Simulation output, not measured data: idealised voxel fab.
Process module, titled voxel ribs on slabs
The cross-section shown here is cut; it is 270 nm wide and divided into square cells measuring 5 nm on a side.
For the purposes of this document, a cross-section shall be understood as a grid of square cells, specified as bands listed in top-to-bottom order, each band consisting of one or more rows of cells.
Band entry format. Leading values: height of top, height of bottom, nm. Remainder: materials in left-to-right order, each with its width in nm. Special words: "full width" on a single material, which then fills the band edge to edge; "blank", empty space.
Below 0: as-received wafer, all one material; heights counted from there. Lowest band: no bottom, goes on down, written "0 -> down".
The notation "30..40" denotes a width that varies across the rows of cells in the band, beginning at the first number in the top row, finishing at the second number in the bottom row, and changing by an identical amount from each row to the next.
"nothing changed" after a step means that no cell of the cross-section changed.
In the "Sealed void listing" entry, you get each enclosed empty space of 8 cells or more, one with no open way to the top, written width x height at distance, distance from the left edge, in nm.
Where a step's line continues beyond its settings, the continuation is a remark by the simulator itself on that step.
overlay nm: mask right of planned place by this much (step with mask). Neg. = left.
### The following list gives the planned process steps
1. RECEIVE (material Si)
2. DIRECTIONAL_DEP (material SiO2; thk nm 30)
3. DIRECTIONAL_DEP (material polySi; thk nm 25)
4. MASKED_ETCH (tone cover; mask id RIB; width nm 20; etch materials polySi; depth nm 5; overlay nm 0)
5. MASKED_ETCH (tone cover; mask id SLAB; width nm 80; etch materials polySi; depth nm 20; overlay nm 0)
6. FILL_DEP (material SiO2; thk nm 30)
7. CMP (height nm 75)
8. DIRECTIONAL_DEP (material W; thk nm 10)
9. PATTERN (tone cover; mask id HEATER; material resist; width nm 30; thk nm 15; overlay nm 0)
10. DIRECTIONAL_ETCH (etch materials W; depth nm 10)
11. STRIP (etch materials resist)
12. CONFORMAL_DEP (material SiO2; thk nm 10)
### Here's what the wafer looked like in cross-section when it arrived - that's after step 1
> 0 -> down | Si full width
> Sealed void listing: none
### Cross-section: first of two wafers, module finished, run according to plan
> 95 -> 85 | blank 110 | SiO2 50 | blank 110
> 85 -> 75 | SiO2 120 | W 30 | SiO2 120
> 75 -> 55 | SiO2 full width
> 55 -> 50 | SiO2 125 | polySi 20 | SiO2 125
> 50 -> 30 | SiO2 95 | polySi 80 | SiO2 95
> 30 -> 0 | SiO2 full width
> 0 -> down | Si full width
> Sealed void listing: none
### Second wafer cross-section at end of module - shared start and plan with the first, one mistake in the run
> 95 -> 85 | blank 110 | SiO2 50 | blank 110
> 85 -> 75 | SiO2 120 | W 30 | SiO2 120
> 75 -> 25 | SiO2 full width
> 25 -> 0 | polySi full width
> 0 -> down | Si full width
> Sealed void listing: none
Nonconformance to the process plan: transposition of steps 2 and 3 relative to the planned sequence
Bottom line after processing is that, in cells, the second wafer is up or down on some materials versus the first: SiO2 -202, polySi +202
